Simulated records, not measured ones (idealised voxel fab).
process module | voxel wiring stack
cross-section cut | 220 nm wide | cells 5 nm
A cross-section is a grid of square cells, given in bands from the top down. A band is one or more rows of cells.
Each band's line starts with the height of the band's top and of its bottom, in nm. Then come its materials from left to right, each with its width in nm. One material with "throughout" fills the band from edge to edge. "air" is empty space.
Height 0 is the level under which the wafer as received is all one material. The lowest band goes on downwards, as in "0 down".
A width such as "30 to 40" changes by the same amount from each row of cells to the next, from the band's top row to its bottom row.
"no change" after a step means that no cell of the cross-section changed.
closed voids: empty space of 8 cells or more with no open way to the top, each as width x height at its distance from the left edge, in nm
after a step's settings: what the simulator itself notes on the step
overlay nm, on a step with a mask: how far to the right of its planned place the mask lay; to the left if negative
plan
1 op RECEIVE | material Si
2 op CONFORMAL_DEP | material SiO2 | thk nm 15
3 op CONFORMAL_DEP | material SiN | thk nm 5
4 op DIRECTIONAL_DEP | material SiO2 | thk nm 25
5 op DIRECTIONAL_DEP | material aC | thk nm 15
6 op PATTERN | tone open | mask id METAL_1 | material resist | width nm 20 | pitch nm 45 | thk nm 35 | overlay nm 0
7 op DIRECTIONAL_ETCH | etch materials aC | depth nm 15
8 op STRIP | etch materials resist
9 op DIRECTIONAL_ETCH | etch materials SiO2 | depth nm 25
10 op DIRECTIONAL_ETCH | etch materials SiN | depth nm 5
11 op STRIP | etch materials aC
12 op CONFORMAL_DEP | material TiN | thk nm 5
13 op FILL_DEP | material Ru | thk nm 10
14 op CMP | height nm 45
15 op EPI | material Ru | thk nm 5
16 op FILL_DEP | material SiCN | thk nm 5
17 op DIRECTIONAL_DEP | material lowk | thk nm 10
18 op PATTERN | tone open | mask id PLUG_1 | material resist | width nm 15 | pitch nm 90 | thk nm 15 | overlay nm 0
19 op DIRECTIONAL_ETCH | etch materials lowk | depth nm 10
20 op DIRECTIONAL_ETCH | etch materials SiCN | depth nm 5
21 op STRIP | etch materials resist
22 op EPI | material Ru | thk nm 10
23 op EPI | material Ru | thk nm 5
24 op DIRECTIONAL_DEP | material TiN | thk nm 5
25 op DIRECTIONAL_DEP | material Ru | thk nm 20
26 op DIRECTIONAL_DEP | material aC | thk nm 10
27 op PATTERN | tone cover | mask id METAL_2 | material resist | width nm 20 | pitch nm 45 | thk nm 30 | overlay nm 0
28 op DIRECTIONAL_ETCH | etch materials aC | depth nm 10
29 op STRIP | etch materials resist
30 op DIRECTIONAL_ETCH | etch materials Ru | depth nm 20
31 op DIRECTIONAL_ETCH | etch materials TiN | depth nm 5
32 op STRIP | etch materials aC
33 op CONFORMAL_DEP | material SiN | thk nm 5
34 op FILL_DEP | material lowk | thk nm 10
35 op CMP | height nm 90
36 op CONFORMAL_DEP | material SiCN | thk nm 5
37 op DIRECTIONAL_DEP | material SiO2 | thk nm 10
38 op PATTERN | tone open | mask id PLUG_2 | material resist | width nm 15 | pitch nm 90 | thk nm 20 | overlay nm -15
39 op DIRECTIONAL_ETCH | etch materials SiO2 | depth nm 10
40 op DIRECTIONAL_ETCH | etch materials SiCN | depth nm 5
41 op STRIP | etch materials resist
42 op EPI | material Ru | thk nm 10
43 op EPI | material Ru | thk nm 5
44 op CONFORMAL_DEP | material SiCN | thk nm 5
45 op DIRECTIONAL_DEP | material lowk | thk nm 25
46 op MASKED_ETCH | tone open | mask id METAL_3 | width nm 20 | pitch nm 45 | etch materials lowk | depth nm 25 | overlay nm 0
47 op MASKED_ETCH | tone open | mask id METAL_3 | width nm 20 | pitch nm 45 | etch materials SiCN | depth nm 5 | overlay nm 0
48 op CONFORMAL_DEP | material TiN | thk nm 5
49 op FILL_DEP | material Ru | thk nm 5
50 op CMP | height nm 135
51 op CONFORMAL_DEP | material SiCN | thk nm 5
varied across the wafers: overlay nm of step 38. The plan shows the first wafer's value. All wafers start alike
first wafer as received, after step 1
  0 down: Si throughout
  closed voids: none
first wafer at the end, after step 51
  140 to 135: SiCN throughout
  135 to 120: lowk 20 | TiN 5 | lowk 5 | TiN 5 | Ru 10 | TiN 5 | lowk 25 | TiN 5 | Ru 10 | TiN 5 | lowk 15 | TiN 5 | lowk 5 | TiN 5 | Ru 10 | TiN 5 | lowk 25 | TiN 5 | Ru 10 | TiN 5 | lowk 35
  120 to 110: lowk 30 | TiN 5 | Ru 10 | TiN 5 | lowk 25 | TiN 5 | Ru 10 | TiN 5 | lowk 25 | TiN 5 | Ru 10 | TiN 5 | lowk 25 | TiN 5 | Ru 10 | TiN 5 | lowk 35
  110 to 105: SiCN 20 | lowk 5 | SiCN 5 | TiN 20 | SiCN 25 | TiN 20 | SiCN 15 | lowk 5 | SiCN 5 | TiN 20 | SiCN 25 | TiN 20 | SiCN 35
  105 to 95: SiO2 15 | SiCN 5 | lowk 5 | SiCN 5 | SiO2 75 | SiCN 5 | lowk 5 | SiCN 5 | SiO2 100
  95 to 90: SiCN throughout
  90 to 70: lowk 25 | SiN 5 | Ru 20 | SiN 5 | lowk 15 | SiN 5 | Ru 20 | SiN 5 | lowk 15 | SiN 5 | Ru 20 | SiN 5 | lowk 15 | SiN 5 | Ru 20 | SiN 5 | lowk 30
  70 to 65: SiN 30 | TiN 20 | SiN 25 | TiN 20 | SiN 25 | TiN 20 | SiN 25 | TiN 20 | SiN 35
  65 to 55: lowk 30 | Ru 15 | lowk 75 | Ru 15 | lowk 85
  55 to 50: SiCN 30 | Ru 15 | SiCN 75 | Ru 15 | SiCN 85
  50 to 45: SiCN 25 | Ru 30 | SiCN 15 | Ru 30 | SiCN 15 | Ru 30 | SiCN 15 | Ru 30 | SiCN 30
  45 to 20: SiO2 30 | TiN 5 | Ru 10 | TiN 5 | SiO2 25 | TiN 5 | Ru 10 | TiN 5 | SiO2 25 | TiN 5 | Ru 10 | TiN 5 | SiO2 25 | TiN 5 | Ru 10 | TiN 5 | SiO2 35
  20 to 15: SiN 30 | TiN 20 | SiN 25 | TiN 20 | SiN 25 | TiN 20 | SiN 25 | TiN 20 | SiN 35
  15 to 0: SiO2 throughout
  0 down: Si throughout
  closed voids: none
last wafer at the end
  140 to 135: SiCN throughout
  135 to 110: lowk 30 | TiN 5 | Ru 10 | TiN 5 | lowk 25 | TiN 5 | Ru 10 | TiN 5 | lowk 25 | TiN 5 | Ru 10 | TiN 5 | lowk 25 | TiN 5 | Ru 10 | TiN 5 | lowk 35
  110 to 105: SiCN 30 | TiN 20 | SiCN 25 | TiN 20 | SiCN 25 | TiN 20 | SiCN 25 | TiN 20 | SiCN 35
  105 to 95: SiO2 45 | Ru 15 | SiO2 75 | Ru 15 | SiO2 70
  95 to 90: SiCN 45 | Ru 15 | SiCN 75 | Ru 15 | SiCN 70
  90 to 70: lowk 25 | SiN 5 | Ru 20 | SiN 5 | lowk 15 | SiN 5 | Ru 20 | SiN 5 | lowk 15 | SiN 5 | Ru 20 | SiN 5 | lowk 15 | SiN 5 | Ru 20 | SiN 5 | lowk 30
  70 to 65: SiN 30 | TiN 20 | SiN 25 | TiN 20 | SiN 25 | TiN 20 | SiN 25 | TiN 20 | SiN 35
  65 to 55: lowk 30 | Ru 15 | lowk 75 | Ru 15 | lowk 85
  55 to 50: SiCN 30 | Ru 15 | SiCN 75 | Ru 15 | SiCN 85
  50 to 45: SiCN 25 | Ru 30 | SiCN 15 | Ru 30 | SiCN 15 | Ru 30 | SiCN 15 | Ru 30 | SiCN 30
  45 to 20: SiO2 30 | TiN 5 | Ru 10 | TiN 5 | SiO2 25 | TiN 5 | Ru 10 | TiN 5 | SiO2 25 | TiN 5 | Ru 10 | TiN 5 | SiO2 25 | TiN 5 | Ru 10 | TiN 5 | SiO2 35
  20 to 15: SiN 30 | TiN 20 | SiN 25 | TiN 20 | SiN 25 | TiN 20 | SiN 25 | TiN 20 | SiN 35
  15 to 0: SiO2 throughout
  0 down: Si throughout
  closed voids: none
each wafer at the end: cells of each material gained (+) or lost (-) since it was received, then its closed voids
overlay nm -15 | +186 Ru | +180 SiCN | +88 SiN | +348 SiO2 | +134 TiN | +296 lowk | closed voids: none
overlay nm -10 | +204 Ru | +168 SiCN | +88 SiN | +348 SiO2 | +128 TiN | +296 lowk | closed voids: none
overlay nm -5 | +204 Ru | +168 SiCN | +88 SiN | +348 SiO2 | +128 TiN | +296 lowk | closed voids: none
overlay nm 0 | +204 Ru | +168 SiCN | +88 SiN | +348 SiO2 | +128 TiN | +296 lowk | closed voids: none
overlay nm 5 | +204 Ru | +168 SiCN | +88 SiN | +348 SiO2 | +128 TiN | +296 lowk | closed voids: none
overlay nm 10 | +204 Ru | +168 SiCN | +88 SiN | +348 SiO2 | +128 TiN | +296 lowk | closed voids: none
overlay nm 15 | +204 Ru | +168 SiCN | +88 SiN | +348 SiO2 | +128 TiN | +296 lowk | closed voids: none
